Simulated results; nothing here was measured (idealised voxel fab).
process module | voxel self aligned contacts
cross-section cut | 180 nm wide | cells 5 nm
A cross-section is a grid of square cells, given in bands from the top down. A band is one or more rows of cells.
Each band's line starts with the height of the band's top and of its bottom, in nm. Then come its materials from left to right, each with its width in nm. One material with "throughout" fills the band from edge to edge. "air" is empty space.
Height 0 is the level under which the wafer as received is all one material. The lowest band goes on downwards, as in "0 down".
A width such as "30 to 40" changes by the same amount from each row of cells to the next, from the band's top row to its bottom row.
"no change" after a step means that no cell of the cross-section changed.
closed voids: empty space of 8 cells or more with no open way to the top, each as width x height at its distance from the left edge, in nm
after a step's settings: what the simulator itself notes on the step
overlay nm, on a step with a mask: how far to the right of its planned place the mask lay; to the left if negative
plan
1 op RECEIVE | material Si
2 op OXIDIZE | depth nm 5
3 op DIRECTIONAL_DEP | material polySi | thk nm 20
4 op DIRECTIONAL_DEP | material SiN | thk nm 20
5 op MASKED_ETCH | tone cover | mask id GATE | width nm 25 | pitch nm 60 | etch materials SiN | depth nm 20 | overlay nm 0
6 op MASKED_ETCH | tone cover | mask id GATE | width nm 25 | pitch nm 60 | etch materials polySi | depth nm 20 | overlay nm 0
7 op CONFORMAL_DEP | material SiN | thk nm 5
8 op DIRECTIONAL_ETCH | etch materials SiN | depth nm 5
9 op FILL_DEP | material SiO2 | thk nm 15
10 op CMP | height nm 45
11 op PATTERN | tone open | mask id CONTACT | material resist | width nm 45 | pitch nm 60 | thk nm 15 | overlay nm 0
12 op DIRECTIONAL_ETCH | etch materials SiO2 | depth nm 50
13 op STRIP | etch materials resist
14 op CONFORMAL_DEP | material TiN | thk nm 5
15 op FILL_DEP | material Ru | thk nm 10
16 op CMP | height nm 45
17 op CONFORMAL_DEP | material SiCN | thk nm 5
as received, after step 1
  0 down: Si throughout
  closed voids: none
first wafer at the end, as planned
  50 to 45: SiCN throughout
  45 to 40: SiO2 35 | TiN 15 | Ru 15 | TiN 15 | SiO2 15 | TiN 15 | Ru 15 | TiN 15 | SiO2 40
  40 to 20: SiO2 10 | SiN 35 | TiN 5 | Ru 15 | TiN 5 | SiN 35 | TiN 5 | Ru 15 | TiN 5 | SiN 35 | SiO2 15
  20 to 0: SiO2 10 | SiN 5 | polySi 25 | SiN 5 | TiN 5 | Ru 15 | TiN 5 | SiN 5 | polySi 25 | SiN 5 | TiN 5 | Ru 15 | TiN 5 | SiN 5 | polySi 25 | SiN 5 | SiO2 15
  0 to -5: SiO2 45 | TiN 25 | SiO2 35 | TiN 25 | SiO2 50
  -5 down: Si throughout
  closed voids: none
second wafer at the end: like start, like plan, one mistake
  50 to 45: SiCN throughout
  45 to 40: SiO2 40 | TiN 10 | Ru 15 | TiN 20 | SiO2 15 | TiN 10 | Ru 15 | TiN 20 | SiO2 35
  40 to 20: SiO2 10 | SiN 35 | TiN 5 | Ru 15 | TiN 5 | SiN 35 | TiN 5 | Ru 15 | TiN 5 | SiN 35 | SiO2 15
  20 to 0: SiO2 10 | SiN 5 | polySi 25 | SiN 5 | TiN 5 | Ru 15 | TiN 5 | SiN 5 | polySi 25 | SiN 5 | TiN 5 | Ru 15 | TiN 5 | SiN 5 | polySi 25 | SiN 5 | SiO2 15
  0 to -5: SiO2 45 | TiN 25 | SiO2 35 | TiN 25 | SiO2 50
  -5 down: Si throughout
  closed voids: none
what went wrong: step 11 ran as: op PATTERN | tone open | mask id CONTACT | material resist | width nm 45 | pitch nm 60 | thk nm 15 | overlay nm 5
at the end the second wafer has, in cells: as many of each material as the first, in other places
